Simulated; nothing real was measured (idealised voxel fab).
process module | voxel ribs on slabs
cross-section cut | 295 nm wide | cells 5 nm
A cross-section is a grid of square cells, given in bands from the top down. A band is one or more rows of cells.
Each band's line starts with the height of the band's top and of its bottom, in nm. Then come its materials from left to right, each with its width in nm. One material with "throughout" fills the band from edge to edge. "air" is empty space.
Height 0 is the level under which the wafer as received is all one material. The lowest band goes on downwards, as in "0 down".
A width such as "30 to 40" changes by the same amount from each row of cells to the next, from the band's top row to its bottom row.
"no change" after a step means that no cell of the cross-section changed.
closed voids: empty space of 8 cells or more with no open way to the top, each as width x height at its distance from the left edge, in nm
after a step's settings: what the simulator itself notes on the step
overlay nm, on a step with a mask: how far to the right of its planned place the mask lay; to the left if negative
plan
1 op RECEIVE | material Si
2 op DIRECTIONAL_DEP | material SiO2 | thk nm 20
3 op DIRECTIONAL_DEP | material SiN | thk nm 15
4 op PATTERN | tone cover | mask id RIB | material resist | width nm 25 | thk nm 15 | overlay nm 0
5 op DIRECTIONAL_ETCH | etch materials SiN | depth nm 10
6 op STRIP | etch materials resist
7 op PATTERN | tone cover | mask id SLAB | material resist | width nm 65 | thk nm 15 | overlay nm 0
8 op DIRECTIONAL_ETCH | etch materials SiN | depth nm 5
9 op STRIP | etch materials resist
10 op FILL_DEP | material SiO2 | thk nm 15
11 op CMP | height nm 45
12 op DIRECTIONAL_DEP | material TiN | thk nm 10
13 op MASKED_ETCH | tone cover | mask id HEATER | width nm 35 | etch materials TiN | depth nm 10 | overlay nm 0
14 op CONFORMAL_DEP | material SiN | thk nm 10
as received, after step 1
  0 down: Si throughout
  closed voids: none
first wafer at the end, as planned
  65 to 55: air 120 | SiN 55 | air 120
  55 to 45: SiN 130 | TiN 35 | SiN 130
  45 to 35: SiO2 throughout
  35 to 25: SiO2 135 | SiN 25 | SiO2 135
  25 to 20: SiO2 115 | SiN 65 | SiO2 115
  20 to 0: SiO2 throughout
  0 down: Si throughout
  closed voids: none
second wafer at the end: like start, like plan, one mistake
  65 to 55: air 120 | SiN 55 | air 120
  55 to 45: SiN 130 | TiN 35 | SiN 130
  45 to 35: SiO2 throughout
  35 to 25: SiO2 125 | SiN 25 | SiO2 145
  25 to 20: SiO2 115 | SiN 65 | SiO2 115
  20 to 0: SiO2 throughout
  0 down: Si throughout
  closed voids: none
what went wrong: step 4 ran as: op PATTERN | tone cover | mask id RIB | material resist | width nm 25 | thk nm 15 | overlay nm -10
at the end the second wafer has, in cells: as many of each material as the first, in other places
